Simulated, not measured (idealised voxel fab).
The process module presented herein is designated voxel capacitor over wiring.
Section cut is 200 nm wide and gridded with 5 nm square cells.
Heads up, the way a cross-section reads in here is a grid of square cells, handed over as bands from the top down, with every band being one or more rows of cells.
The entry gives the band's vertical extent as a top height and a bottom height in nm, then its horizontal make-up as materials from left to right, each with a width in nm. "air" stands for empty space; a single material marked "everywhere" fills the band edge to edge.
A quick word on heights: they are counted from 0, and under that level the wafer as it came to us is one material throughout. The lowest band is different from the rest in having no bottom; it simply continues downward, written as in "0 and below".
The expression "30..40" gives the width at the extremes of the band, the first number at its top row of cells and the second at its bottom row, with the width changing by equal amounts from each row to the next in between.
"remained unchanged" -> step changed no cross-section cell.
Under "Voids lacking openings" you'll find the enclosed gaps, the ones with no way out to the top, that are 8 cells or bigger; each reads width x height at distance, with distance counted from the left edge, everything in nm.
Text after the settings on a step's line: the simulator's own remark on that step.
overlay nm: how far to the right of its planned place the mask lay on this masked step (negative: to the left).
[Listed below are the process steps as planned]
1) RECEIVE with material Si
2) CONFORMAL_DEP with material SiO2, thk nm 15
3) DIRECTIONAL_DEP with material TiN, thk nm 5
4) DIRECTIONAL_DEP with material Ru, thk nm 25
5) PATTERN with tone cover, mask id METAL_1, material resist, width nm 25, pitch nm 85, thk nm 20, overlay nm 0
6) DIRECTIONAL_ETCH with etch materials Ru, depth nm 25
7) DIRECTIONAL_ETCH with etch materials TiN, depth nm 5
8) STRIP with etch materials resist
9) FILL_DEP with material SiO2, thk nm 10
10) CMP with height nm 45
11) CONFORMAL_DEP with material SiCN, thk nm 5
12) DIRECTIONAL_DEP with material lowk, thk nm 20
13) MASKED_ETCH with tone open, mask id PLUG_1, width nm 15, etch materials lowk, depth nm 20, overlay nm 0
14) MASKED_ETCH with tone open, mask id PLUG_1, width nm 15, etch materials SiCN, depth nm 5, overlay nm 0
15) EPI with material Ru, thk nm 10
16) EPI with material Ru, thk nm 10
17) EPI with material Ru, thk nm 5
18) DIRECTIONAL_DEP with material TiN, thk nm 10
19) DIRECTIONAL_DEP with material HfO2, thk nm 5
20) DIRECTIONAL_DEP with material TiN, thk nm 10
21) DIRECTIONAL_DEP with material aC, thk nm 10
22) PATTERN with tone cover, mask id UPPER_PLATE, material resist, width nm 65, thk nm 30, overlay nm 0
23) DIRECTIONAL_ETCH with etch materials aC, depth nm 10
24) STRIP with etch materials resist
25) DIRECTIONAL_ETCH with etch materials TiN, depth nm 10
26) DIRECTIONAL_ETCH with etch materials HfO2, depth nm 5
27) STRIP with etch materials aC
28) DIRECTIONAL_DEP with material aC, thk nm 15
29) PATTERN with tone cover, mask id LOWER_PLATE, material resist, width nm 75, thk nm 35, overlay nm 0
30) DIRECTIONAL_ETCH with etch materials aC, depth nm 15
31) STRIP with etch materials resist
32) DIRECTIONAL_ETCH with etch materials TiN, depth nm 10
33) STRIP with etch materials aC
34) FILL_DEP with material SiO2, thk nm 20
35) CMP with height nm 110
36) PATTERN with tone open, mask id PLUG_2, material resist, width nm 15, thk nm 15, overlay nm 0
37) DIRECTIONAL_ETCH with etch materials SiO2, depth nm 15
38) STRIP with etch materials resist
39) CONFORMAL_DEP with material TiN, thk nm 5
40) FILL_DEP with material Ru, thk nm 10
41) CMP with height nm 110
42) CONFORMAL_DEP with material SiN, thk nm 5
[First of two wafers - as planned]
[Wafer as received: cross-section following step 1]
    0 and below: Si everywhere
    Voids lacking openings: none
[Sectional view: wafer, after step 2]
    15 down to 0: SiO2 everywhere
    For the remainder of the cross-section, below 0, there is no change.
[Sectional view: wafer, after step 3]
    20 down to 15: TiN everywhere
    For the remainder of the cross-section, below 15, there is no change.
[Sectional view: wafer, after step 4]
    45 down to 20: Ru everywhere
    For the remainder of the cross-section, below 20, there is no change.
[Sectional view: wafer, after step 5]
    65 down to 45: air (45)  resist (25)  air (60)  resist (25)  air (45)
    For the remainder of the cross-section, below 45, there is no change.
[Sectional view: wafer, after step 6]
    65 down to 45: air (45)  resist (25)  air (60)  resist (25)  air (45)
    45 down to 20: air (45)  Ru (25)  air (60)  Ru (25)  air (45)
    For the remainder of the cross-section, below 20, there is no change.
[Sectional view: wafer, after step 7]
    65 down to 45: air (45)  resist (25)  air (60)  resist (25)  air (45)
    45 down to 20: air (45)  Ru (25)  air (60)  Ru (25)  air (45)
    20 down to 15: air (45)  TiN (25)  air (60)  TiN (25)  air (45)
    For the remainder of the cross-section, below 15, there is no change.
[Sectional view: wafer, after step 8]
    45 down to 20: air (45)  Ru (25)  air (60)  Ru (25)  air (45)
    For the remainder of the cross-section, below 20, there is no change.
[Sectional view: wafer, after step 9]
    55 down to 45: SiO2 everywhere
    45 down to 20: SiO2 (45)  Ru (25)  SiO2 (60)  Ru (25)  SiO2 (45)
    20 down to 15: SiO2 (45)  TiN (25)  SiO2 (60)  TiN (25)  SiO2 (45)
    For the remainder of the cross-section, below 15, there is no change.
[Sectional view: wafer, after step 10]
    45 down to 20: SiO2 (45)  Ru (25)  SiO2 (60)  Ru (25)  SiO2 (45)
    For the remainder of the cross-section, below 20, there is no change.
[Sectional view: wafer, after step 11]
    50 down to 45: SiCN everywhere
    For the remainder of the cross-section, below 45, there is no change.
[Sectional view: wafer, after step 12]
    70 down to 50: lowk everywhere
    For the remainder of the cross-section, below 50, there is no change.
[Sectional view: wafer, after step 13]
    70 down to 50: lowk (55)  air (15)  lowk (130)
    For the remainder of the cross-section, below 50, there is no change.
[Sectional view: wafer, after step 14]
    70 down to 50: lowk (55)  air (15)  lowk (130)
    50 down to 45: SiCN (55)  air (15)  SiCN (130)
    For the remainder of the cross-section, below 45, there is no change.
[Sectional view: wafer, after step 15]
    70 down to 55: lowk (55)  air (15)  lowk (130)
    55 down to 50: lowk (55)  Ru (15)  lowk (130)
    50 down to 45: SiCN (55)  Ru (15)  SiCN (130)
    For the remainder of the cross-section, below 45, there is no change.
[Sectional view: wafer, after step 16]
    70 down to 65: lowk (55)  air (15)  lowk (130)
    65 down to 50: lowk (55)  Ru (15)  lowk (130)
    For the remainder of the cross-section, below 50, there is no change.
[Sectional view: wafer, after step 17]
    70 down to 50: lowk (55)  Ru (15)  lowk (130)
    For the remainder of the cross-section, below 50, there is no change.
[Sectional view: wafer, after step 18]
    80 down to 70: TiN everywhere
    For the remainder of the cross-section, below 70, there is no change.
[Sectional view: wafer, after step 19]
    85 down to 80: HfO2 everywhere
    For the remainder of the cross-section, below 80, there is no change.
[Sectional view: wafer, after step 20]
    95 down to 85: TiN everywhere
    For the remainder of the cross-section, below 85, there is no change.
[Sectional view: wafer, after step 21]
    105 down to 95: aC everywhere
    For the remainder of the cross-section, below 95, there is no change.
[Sectional view: wafer, after step 22]
    135 down to 105: air (55)  resist (65)  air (80)
    For the remainder of the cross-section, below 105, there is no change.
[Sectional view: wafer, after step 23]
    125 down to 105: air (55)  resist (65)  air (80)
    105 down to 95: air (55)  aC (65)  air (80)
    For the remainder of the cross-section, below 95, there is no change.
[Sectional view: wafer, after step 24]
    105 down to 95: air (55)  aC (65)  air (80)
    For the remainder of the cross-section, below 95, there is no change.
[Sectional view: wafer, after step 25]
    105 down to 95: air (55)  aC (65)  air (80)
    95 down to 85: air (55)  TiN (65)  air (80)
    For the remainder of the cross-section, below 85, there is no change.
[Sectional view: wafer, after step 26]
    105 down to 95: air (55)  aC (65)  air (80)
    95 down to 85: air (55)  TiN (65)  air (80)
    85 down to 80: air (55)  HfO2 (65)  air (80)
    For the remainder of the cross-section, below 80, there is no change.
[Sectional view: wafer, after step 27]
    95 down to 85: air (55)  TiN (65)  air (80)
    For the remainder of the cross-section, below 85, there is no change.
[Sectional view: wafer, after step 28]
    110 down to 95: air (55)  aC (65)  air (80)
    95 down to 85: aC (55)  TiN (65)  aC (80)
    85 down to 80: aC (55)  HfO2 (65)  aC (80)
    For the remainder of the cross-section, below 80, there is no change.
[Sectional view: wafer, after step 29]
    145 down to 110: air (50)  resist (75)  air (75)
    110 down to 95: air (50)  resist (5)  aC (65)  resist (5)  air (75)
    For the remainder of the cross-section, below 95, there is no change.
[Sectional view: wafer, after step 30]
    130 down to 110: air (50)  resist (75)  air (75)
    110 down to 95: air (50)  resist (5)  aC (65)  resist (5)  air (75)
    95 down to 85: air (50)  aC (5)  TiN (65)  aC (5)  air (75)
    85 down to 80: air (50)  aC (5)  HfO2 (65)  aC (5)  air (75)
    For the remainder of the cross-section, below 80, there is no change.
[Sectional view: wafer, after step 31]
    110 down to 95: air (55)  aC (65)  air (80)
    For the remainder of the cross-section, below 95, there is no change.
[Sectional view: wafer, after step 32]
    110 down to 95: air (55)  aC (65)  air (80)
    95 down to 85: air (50)  aC (5)  TiN (65)  aC (5)  air (75)
    85 down to 80: air (50)  aC (5)  HfO2 (65)  aC (5)  air (75)
    80 down to 70: air (50)  TiN (75)  air (75)
    For the remainder of the cross-section, below 70, there is no change.
[Sectional view: wafer, after step 33]
    95 down to 85: air (55)  TiN (65)  air (80)
    85 down to 80: air (55)  HfO2 (65)  air (80)
    For the remainder of the cross-section, below 80, there is no change.
[Sectional view: wafer, after step 34]
    115 down to 95: SiO2 everywhere
    95 down to 85: SiO2 (55)  TiN (65)  SiO2 (80)
    85 down to 80: SiO2 (55)  HfO2 (65)  SiO2 (80)
    80 down to 70: SiO2 (50)  TiN (75)  SiO2 (75)
    For the remainder of the cross-section, below 70, there is no change.
[Sectional view: wafer, after step 35]
    110 down to 95: SiO2 everywhere
    For the remainder of the cross-section, below 95, there is no change.
[Sectional view: wafer, after step 36]
    125 down to 110: resist (65)  air (15)  resist (120)
    For the remainder of the cross-section, below 110, there is no change.
[Sectional view: wafer, after step 37]
    125 down to 110: resist (65)  air (15)  resist (120)
    110 down to 95: SiO2 (65)  air (15)  SiO2 (120)
    For the remainder of the cross-section, below 95, there is no change.
[Sectional view: wafer, after step 38]
    110 down to 95: SiO2 (65)  air (15)  SiO2 (120)
    For the remainder of the cross-section, below 95, there is no change.
[Sectional view: wafer, after step 39]
    115 down to 110: TiN (70)  air (5)  TiN (125)
    110 down to 100: SiO2 (65)  TiN (5)  air (5)  TiN (5)  SiO2 (120)
    100 down to 95: SiO2 (65)  TiN (15)  SiO2 (120)
    For the remainder of the cross-section, below 95, there is no change.
[Sectional view: wafer, after step 40]
    125 down to 115: Ru everywhere
    115 down to 110: TiN (70)  Ru (5)  TiN (125)
    110 down to 100: SiO2 (65)  TiN (5)  Ru (5)  TiN (5)  SiO2 (120)
    For the remainder of the cross-section, below 100, there is no change.
[Sectional view: wafer, after step 41]
    110 down to 100: SiO2 (65)  TiN (5)  Ru (5)  TiN (5)  SiO2 (120)
    For the remainder of the cross-section, below 100, there is no change.
[Sectional view: wafer, after step 42]
    115 down to 110: SiN everywhere
    For the remainder of the cross-section, below 110, there is no change.
[Now the other wafer: same start, same recipe, but we messed up one thing when running it. Up to and including step 35 it's the same as the first one]
[Second wafer at the planned finish of step 36, seen in cross-section]
    125 down to 110: resist (75)  air (15)  resist (110)
    For the remainder of the cross-section, below 110, there is no change.
[Second wafer at the planned finish of step 37, seen in cross-section]
    125 down to 110: resist (75)  air (15)  resist (110)
    110 down to 95: SiO2 (75)  air (15)  SiO2 (110)
    For the remainder of the cross-section, below 95, there is no change.
[Second wafer at the planned finish of step 38, seen in cross-section]
    110 down to 95: SiO2 (75)  air (15)  SiO2 (110)
    For the remainder of the cross-section, below 95, there is no change.
[Second wafer at the planned finish of step 39, seen in cross-section]
    115 down to 110: TiN (80)  air (5)  TiN (115)
    110 down to 100: SiO2 (75)  TiN (5)  air (5)  TiN (5)  SiO2 (110)
    100 down to 95: SiO2 (75)  TiN (15)  SiO2 (110)
    For the remainder of the cross-section, below 95, there is no change.
[Second wafer at the planned finish of step 40, seen in cross-section]
    125 down to 115: Ru everywhere
    115 down to 110: TiN (80)  Ru (5)  TiN (115)
    110 down to 100: SiO2 (75)  TiN (5)  Ru (5)  TiN (5)  SiO2 (110)
    For the remainder of the cross-section, below 100, there is no change.
[Second wafer at the planned finish of step 41, seen in cross-section]
    110 down to 100: SiO2 (75)  TiN (5)  Ru (5)  TiN (5)  SiO2 (110)
    For the remainder of the cross-section, below 100, there is no change.
[Second wafer at the planned finish of step 42, seen in cross-section]
    115 down to 110: SiN everywhere
    For the remainder of the cross-section, below 110, there is no change.
Plan not followed: off-plan run, step 36, actual operation and settings PATTERN with tone open, mask id PLUG_2, material resist, width nm 15, thk nm 15, overlay nm 10
Heads up: at the end the two wafers have identical cell counts per material, they're just laid out differently.
